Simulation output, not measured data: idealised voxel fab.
The process module that follows is named voxel quadruple lines.
The width of the displayed cross-section, cut, is 215 nm; its cells are square, with a size of 5 nm.
We lay out every cross-section as a grid of square cells and spell it out in bands from the top down, where one band means one or more rows of cells. Each band's line starts with the height of the band's top and of its bottom, in nm. Then come its materials from left to right, each with its width in nm. One material with "everywhere" fills the band from edge to edge. "air" is empty space. Heights from 0 (as-received wafer is one material below). Bottom band endless downward, as "0 -> down". The expression "30 to 40" gives the width at the extremes of the band, the first number at its top row of cells and the second at its bottom row, with the width changing by equal amounts from each row to the next in between. What does "changes: none" mean for a step? It means no cell of the cross-section changed in that step. "Cavities, sealed" means: voids of 8 cells or more that are shut off from the top with no open way through. Written width x height at distance, distance from the left edge, in nm. On each step's line, the part that comes after the settings is the simulator's own comment on the step. overlay nm: step with mask; distance mask lay right of planned place; negative value = left of planned place.

Here's what the planned process steps look like
1: RECEIVE, material Si
2: CONFORMAL_DEP, material SiO2, thk nm 5
3: DIRECTIONAL_DEP, material TiN, thk nm 15
4: DIRECTIONAL_DEP, material polySi, thk nm 15
5: DIRECTIONAL_DEP, material aC, thk nm 25
6: PATTERN, tone cover, mask id MANDREL, material resist, width nm 35, thk nm 35, overlay nm 0
7: DIRECTIONAL_ETCH, etch materials aC, depth nm 25
8: STRIP, etch materials resist
9: CONFORMAL_DEP, material SiO2, thk nm 15
10: DIRECTIONAL_ETCH, etch materials SiO2, depth nm 15
11: STRIP, etch materials aC
12: DIRECTIONAL_ETCH, etch materials polySi, depth nm 15
13: STRIP, etch materials SiO2
14: CONFORMAL_DEP, material SiCN, thk nm 10
15: DIRECTIONAL_ETCH, etch materials SiCN, depth nm 10
16: STRIP, etch materials polySi
17: DIRECTIONAL_ETCH, etch materials TiN, depth nm 15
18: STRIP, etch materials SiCN
19: FILL_DEP, material lowk, thk nm 10
20: CMP, height nm 20

Delivered wafer in cross-section: state after step 1
  0 -> down  Si everywhere
  Cavities, sealed: none

End-of-module cross-section. Starting structure and process plan as above; one mistake made in running it
  20 -> 5  80 nm lowk  10 nm TiN  15 nm lowk  5 nm TiN  15 nm lowk  10 nm TiN  80 nm lowk
  5 -> 0  SiO2 everywhere
  0 -> down  Si everywhere
  Cavities, sealed: none
The plan and the run diverged here: step 6 was not run as planned; what actually ran was PATTERN, tone open, mask id MANDREL, material resist, width nm 35, thk nm 35, overlay nm 0
